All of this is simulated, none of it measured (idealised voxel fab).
Module name: voxel ribs on slabs (process module)
In the cross-section labelled cut, the width is 285 nm and each square cell is 5 nm.
The cross-sections in this document take the form of a grid made of square cells. They are written out as bands, in order from top to bottom. Each band consists of one or more rows of cells. Within each band entry, the heights of the top and of the bottom of the band appear first, in that order and in nm; the materials of the band then follow from left to right, each with its corresponding width in nm. The designation "edge to edge" on a single material indicates that it fills the band from edge to edge; the designation "empty" indicates empty space. Heights are measured from 0, the level below which the as-received wafer is all one material; the lowest band has no bottom and continues downward, written as in "0..down". The notation "30->40" denotes a width that varies across the rows of cells in the band, beginning at the first number in the top row, finishing at the second number in the bottom row, and changing by an identical amount from each row to the next. "no modification" (step): cross-section cells unchanged, all of them. So "Tabulated closed voids" is basically the list of trapped voids: any empty space of 8 cells or more that can't reach the top through an opening. They're written width x height at distance, the distance being from the left edge, and it's all nm. On a step's line, text after the settings is the simulator commenting on that step. You can add "overlay nm" to a step's line. For a step with a mask, it describes how far the mask lay to the right of its planned position, and a negative number describes a lay to the left.

-- Intended process steps
- 1: RECEIVE,material Si
- 2: DIRECTIONAL_DEP,material SiO2,thk nm 20
- 3: DIRECTIONAL_DEP,material polySi,thk nm 15
- 4: MASKED_ETCH,tone cover,mask id RIB,width nm 20,etch materials polySi,depth nm 5,overlay nm 0
- 5: DIRECTIONAL_DEP,material aC,thk nm 10
- 6: PATTERN,tone cover,mask id SLAB,material resist,width nm 50,thk nm 25,overlay nm 0
- 7: DIRECTIONAL_ETCH,etch materials aC,depth nm 10
- 8: STRIP,etch materials resist
- 9: DIRECTIONAL_ETCH,etch materials polySi,depth nm 10
- 10: STRIP,etch materials aC
- 11: FILL_DEP,material SiO2,thk nm 20
- 12: CMP,height nm 45
- 13: DIRECTIONAL_DEP,material TiN,thk nm 5
- 14: PATTERN,tone cover,mask id HEATER,material resist,width nm 30,thk nm 20,overlay nm 0
- 15: DIRECTIONAL_ETCH,etch materials TiN,depth nm 5
- 16: STRIP,etch materials resist
- 17: CONFORMAL_DEP,material SiO2,thk nm 10

-- The first of two wafers, run as planned

-- As received (post step 1): cross-section
	0..down  Si edge to edge
	Tabulated closed voids: none

-- Step 2 complete: cross-section through the wafer
	20..0  SiO2 edge to edge
	Rest of section, below 0: as before.

-- Step 3 complete: cross-section through the wafer
	35..20  polySi edge to edge
	Rest of section, below 20: as before.

-- Step 4 complete: cross-section through the wafer
	35..30  130 empty / 20 polySi / 135 empty
	Rest of section, below 30: as before.

-- Step 5 complete: cross-section through the wafer
	45..40  130 empty / 20 aC / 135 empty
	40..35  aC edge to edge
	35..30  130 aC / 20 polySi / 135 aC
	Rest of section, below 30: as before.

-- Step 6 complete: cross-section through the wafer
	70..45  115 empty / 50 resist / 120 empty
	45..40  115 empty / 15 resist / 20 aC / 15 resist / 120 empty
	Rest of section, below 40: as before.

-- Step 7 complete: cross-section through the wafer
	60..45  115 empty / 50 resist / 120 empty
	45..40  115 empty / 15 resist / 20 aC / 15 resist / 120 empty
	40..35  115 empty / 50 aC / 120 empty
	35..30  115 empty / 15 aC / 20 polySi / 15 aC / 120 empty
	Rest of section, below 30: as before.

-- Step 8 complete: cross-section through the wafer
	45..35  130->115 empty / 20->50 aC / 135->120 empty
	Rest of section, below 35: as before.

-- Step 9 complete: cross-section through the wafer
	45..35  130->115 empty / 20->50 aC / 135->120 empty
	35..30  115 empty / 15 aC / 20 polySi / 15 aC / 120 empty
	30..20  115 empty / 50 polySi / 120 empty
	Rest of section, below 20: as before.

-- Step 10 complete: cross-section through the wafer
	35..30  130 empty / 20 polySi / 135 empty
	Rest of section, below 30: as before.

-- Step 11 complete: cross-section through the wafer
	55..35  SiO2 edge to edge
	35..30  130 SiO2 / 20 polySi / 135 SiO2
	30..20  115 SiO2 / 50 polySi / 120 SiO2
	Rest of section, below 20: as before.

-- Step 12 complete: cross-section through the wafer
	45..35  SiO2 edge to edge
	Rest of section, below 35: as before.

-- Step 13 complete: cross-section through the wafer
	50..45  TiN edge to edge
	Rest of section, below 45: as before.

-- Step 14 complete: cross-section through the wafer
	70..50  125 empty / 30 resist / 130 empty
	Rest of section, below 50: as before.

-- Step 15 complete: cross-section through the wafer
	70..50  125 empty / 30 resist / 130 empty
	50..45  125 empty / 30 TiN / 130 empty
	Rest of section, below 45: as before.

-- Step 16 complete: cross-section through the wafer
	50..45  125 empty / 30 TiN / 130 empty
	Rest of section, below 45: as before.

-- Step 17 complete: cross-section through the wafer
	60..55  115 empty / 50 SiO2 / 120 empty
	55..50  SiO2 edge to edge
	50..45  125 SiO2 / 30 TiN / 130 SiO2
	Rest of section, below 45: as before.

-- Wafer two: like wafer one in start and plan, but with one mistake in execution; identical up to and including step 13

-- Cross-sectional view of the second wafer at the intended end time of process step 14
	70..50  120 empty / 30 resist / 135 empty
	Rest of section, below 50: as before.

-- Cross-sectional view of the second wafer at the intended end time of process step 15
	70..50  120 empty / 30 resist / 135 empty
	50..45  120 empty / 30 TiN / 135 empty
	Rest of section, below 45: as before.

-- Cross-sectional view of the second wafer at the intended end time of process step 16
	50..45  120 empty / 30 TiN / 135 empty
	Rest of section, below 45: as before.

-- Cross-sectional view of the second wafer at the intended end time of process step 17
	60..55  110 empty / 50 SiO2 / 125 empty
	55..50  SiO2 edge to edge
	50..45  120 SiO2 / 30 TiN / 135 SiO2
	Rest of section, below 45: as before.
Short version of what went wrong: step 14 changed vs plan, executed as PATTERN,tone cover,mask id HEATER,material resist,width nm 30,thk nm 20,overlay nm -5
Same inventory, different map: at the end, the second wafer holds as many cells of each material as the first, placed elsewhere.
